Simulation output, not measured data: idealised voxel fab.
process module | voxel spacer lines
Square cells of 5 nm make up the cross-section cut, whose width is 250 nm.
Each cross-section below is a grid of square cells, stated as bands in top-down order, with one or more rows of cells making up each band. Top height, bottom height, nm. Materials left to right, width each, nm. Single material + "edge to edge" = fills band edge to edge. "air" = empty. It should be noted that heights are counted from 0, beneath which the wafer as supplied is of one material throughout, and that the lowest band possesses no lower boundary but continues downward, as written in "0 down". The width entry "30..40" should be interpreted row by row: the top row of cells in the band takes the first number, the bottom row takes the second number, and the change between adjacent rows is uniform throughout. It should be understood that the words "no alteration", when stated for a given step, signify that the cross-section underwent no change in any of its cells during that step. Basically, "Closed void entries" tells you about the enclosed voids: empty spaces with no open way to the top, 8 cells or bigger, each written width x height at distance, where distance is from the left edge, all in nm. Past the settings on a step's line: simulator remark, on that step. "overlay nm" answers the question of how far to the right of plan the mask lay on a step that has a mask, and when it is negative the answer is to the left.

Below is the list of planned process steps
1. op RECEIVE | material Si
2. op CONFORMAL_DEP | material Al2O3 | thk nm 5
3. op DIRECTIONAL_DEP | material SiN | thk nm 15
4. op DIRECTIONAL_DEP | material aC | thk nm 30
5. op PATTERN | tone cover | mask id MANDREL | material resist | width nm 25 | pitch nm 70 | thk nm 35 | overlay nm 0
6. op DIRECTIONAL_ETCH | etch materials aC | depth nm 30
7. op STRIP | etch materials resist
8. op CONFORMAL_DEP | material SiO2 | thk nm 10
9. op DIRECTIONAL_ETCH | etch materials SiO2 | depth nm 10
10. op STRIP | etch materials aC
11. op DIRECTIONAL_ETCH | etch materials SiN | depth nm 15
12. op STRIP | etch materials SiO2

Cross-section of the wafer as it came to us, i.e., already through step 1
	0 down = Si edge to edge
	Closed void entries: none

Run as planned - first of the two wafers cross-sectioned at the end of the module
	20 to 5 = air=30 / SiN=10 / air=25 / SiN=10 / air=25 / SiN=10 / air=25 / SiN=10 / air=25 / SiN=10 / air=25 / SiN=10 / air=35
	5 to 0 = Al2O3 edge to edge
	0 down = Si edge to edge
	Closed void entries: none

Second wafer of the two, sectioned at the end of the module. It began like the first and followed the same plan, but one mistake was made while running it
	50 to 20 = air=40 / aC=25 / air=45 / aC=25 / air=45 / aC=25 / air=45
	20 to 5 = air=40 / SiN=25 / air=45 / SiN=25 / air=45 / SiN=25 / air=45
	5 to 0 = Al2O3 edge to edge
	0 down = Si edge to edge
	Closed void entries: none
Where did the run depart from the plan? step 10 was processed under conditions differing from the plan, specifically as op STRIP | etch materials SiO2
At the finish, the second wafer shows more or fewer cells for some materials than the first does: 9 more of SiN | 90 more of aC
